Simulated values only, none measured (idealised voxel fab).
process module | voxel transistor to metal
cross-section cut | 290 nm wide | cells 5 nm
A cross-section is a grid of square cells, given in bands from the top down. A band is one or more rows of cells.
Each band's line starts with the height of the band's top and of its bottom, in nm. Then come its materials from left to right, each with its width in nm. One material with "throughout" fills the band from edge to edge. "air" is empty space.
Height 0 is the level under which the wafer as received is all one material. The lowest band goes on downwards, as in "0 down".
A width such as "30 to 40" changes by the same amount from each row of cells to the next, from the band's top row to its bottom row.
"no change" after a step means that no cell of the cross-section changed.
closed voids: empty space of 8 cells or more with no open way to the top, each as width x height at its distance from the left edge, in nm
after a step's settings: what the simulator itself notes on the step
overlay nm, on a step with a mask: how far to the right of its planned place the mask lay; to the left if negative
plan
1 op RECEIVE | material Si
2 op CONFORMAL_DEP | material SiO2 | thk nm 5
3 op CONFORMAL_DEP | material SiN | thk nm 15
4 op PATTERN | tone cover | mask id ACTIVE | material resist | width nm 105 | pitch nm 125 | thk nm 15 | overlay nm 0
5 op DIRECTIONAL_ETCH | etch materials SiN | depth nm 15
6 op DIRECTIONAL_ETCH | etch materials SiO2 | depth nm 5
7 op DIRECTIONAL_ETCH | etch materials Si | depth nm 25
8 op STRIP | etch materials resist
9 op FILL_DEP | material SiO2 | thk nm 15
10 op CMP | height nm 20
11 op SELECTIVE_ETCH | etch materials SiO2 | depth nm 5
12 op STRIP | etch materials SiN
13 op SELECTIVE_ETCH | etch materials SiO2 | depth nm 5
14 op OXIDIZE | depth nm 5
15 op DIRECTIONAL_DEP | material polySi | thk nm 30
16 op DIRECTIONAL_DEP | material SiCN | thk nm 15
17 op PATTERN | tone cover | mask id GATE | material resist | width nm 35 | pitch nm 125 | thk nm 15 | overlay nm 0
18 op DIRECTIONAL_ETCH | etch materials SiCN | depth nm 25
19 op DIRECTIONAL_ETCH | etch materials polySi | depth nm 40
20 op STRIP | etch materials resist
21 op CONFORMAL_DEP | material SiN | thk nm 5
22 op DIRECTIONAL_ETCH | etch materials SiN | depth nm 5
23 op DIRECTIONAL_ETCH | etch materials SiO2 | depth nm 5
24 op EPI | material pSi | thk nm 5
25 op FILL_DEP | material SiO2 | thk nm 10
26 op CMP | height nm 30
27 op STRIP | etch materials polySi
28 op SELECTIVE_ETCH | etch materials SiO2 | depth nm 5
29 op CONFORMAL_DEP | material HfO2 | thk nm 5
30 op CONFORMAL_DEP | material TiN | thk nm 5
31 op FILL_DEP | material W | thk nm 5
32 op CMP | height nm 25
33 op DIRECTIONAL_DEP | material SiO2 | thk nm 15
34 op MASKED_ETCH | tone open | mask id CONTACT | width nm 15 | etch materials SiO2 | depth nm 40 | overlay nm 0
35 op CONFORMAL_DEP | material TiN | thk nm 5
36 op FILL_DEP | material Ru | thk nm 5
37 op CMP | height nm 40
38 op CONFORMAL_DEP | material SiCN | thk nm 5
39 op DIRECTIONAL_DEP | material SiO2 | thk nm 25
40 op PATTERN | tone open | mask id METAL_1 | material resist | width nm 15 | thk nm 20 | overlay nm 0
41 op DIRECTIONAL_ETCH | etch materials SiO2 | depth nm 25
42 op DIRECTIONAL_ETCH | etch materials SiCN | depth nm 5
43 op STRIP | etch materials resist
44 op CONFORMAL_DEP | material TiN | thk nm 5
45 op FILL_DEP | material Ru | thk nm 10
46 op CMP | height nm 70
47 op CONFORMAL_DEP | material SiCN | thk nm 5
as received, after step 1
  0 down: Si throughout
  closed voids: none
a wafer at the end: this start, this plan, one mistake
  75 to 70: SiCN throughout
  70 to 50: SiO2 35 | TiN 5 | Ru 5 | TiN 5 | SiO2 65 | TiN 5 | Ru 5 | TiN 5 | SiO2 30 | TiN 5 | Ru 5 | TiN 5 | SiO2 65 | TiN 5 | Ru 5 | TiN 5 | SiO2 35
  50 to 45: SiO2 35 | TiN 15 | SiO2 65 | TiN 15 | SiO2 30 | TiN 15 | SiO2 65 | TiN 15 | SiO2 35
  45 to 40: HfO2 throughout
  40 to 25: SiO2 35 | TiN 5 | Ru 5 | TiN 5 | SiO2 65 | TiN 5 | Ru 5 | TiN 5 | SiO2 30 | TiN 5 | Ru 5 | TiN 5 | SiO2 65 | TiN 5 | Ru 5 | TiN 5 | SiO2 35
  25 to 10: SiO2 35 | TiN 5 | Ru 5 | TiN 5 | SiO2 10 | SiN 5 | HfO2 5 | TiN 5 | W 15 | TiN 5 | HfO2 5 | SiN 5 | SiO2 10 | TiN 5 | Ru 5 | TiN 5 | SiO2 30 | TiN 5 | Ru 5 | TiN 5 | SiO2 10 | SiN 5 | HfO2 5 | TiN 5 | W 15 | TiN 5 | HfO2 5 | SiN 5 | SiO2 10 | TiN 5 | Ru 5 | TiN 5 | SiO2 35
  10 to 5: SiO2 25 | SiN 5 | SiO2 5 | TiN 5 | Ru 5 | TiN 5 | SiO2 10 | SiN 5 | HfO2 5 | TiN 5 | W 15 | TiN 5 | HfO2 5 | SiN 5 | SiO2 10 | TiN 5 | Ru 5 | TiN 5 | SiO2 5 | SiN 5 | SiO2 10 | SiN 5 | SiO2 5 | TiN 5 | Ru 5 | TiN 5 | SiO2 10 | SiN 5 | HfO2 5 | TiN 5 | W 15 | TiN 5 | HfO2 5 | SiN 5 | SiO2 10 | TiN 5 | Ru 5 | TiN 5 | SiO2 5 | SiN 5 | SiO2 25
  5 to 0: SiO2 25 | SiN 5 | SiO2 5 | TiN 15 | SiO2 10 | SiN 5 | HfO2 5 | TiN 25 | HfO2 5 | SiN 5 | SiO2 10 | TiN 15 | SiO2 5 | SiN 5 | SiO2 10 | SiN 5 | SiO2 5 | TiN 15 | SiO2 10 | SiN 5 | HfO2 5 | TiN 25 | HfO2 5 | SiN 5 | SiO2 10 | TiN 15 | SiO2 5 | SiN 5 | SiO2 25
  0 to -5: SiO2 30 | pSi 30 | HfO2 45 | pSi 30 | SiO2 20 | pSi 30 | HfO2 45 | pSi 30 | SiO2 30
  -5 to -25: SiO2 30 | Si 105 | SiO2 20 | Si 105 | SiO2 30
  -25 down: Si throughout
  closed voids: none
what went wrong: step 38 ran as: op CONFORMAL_DEP | material HfO2 | thk nm 5
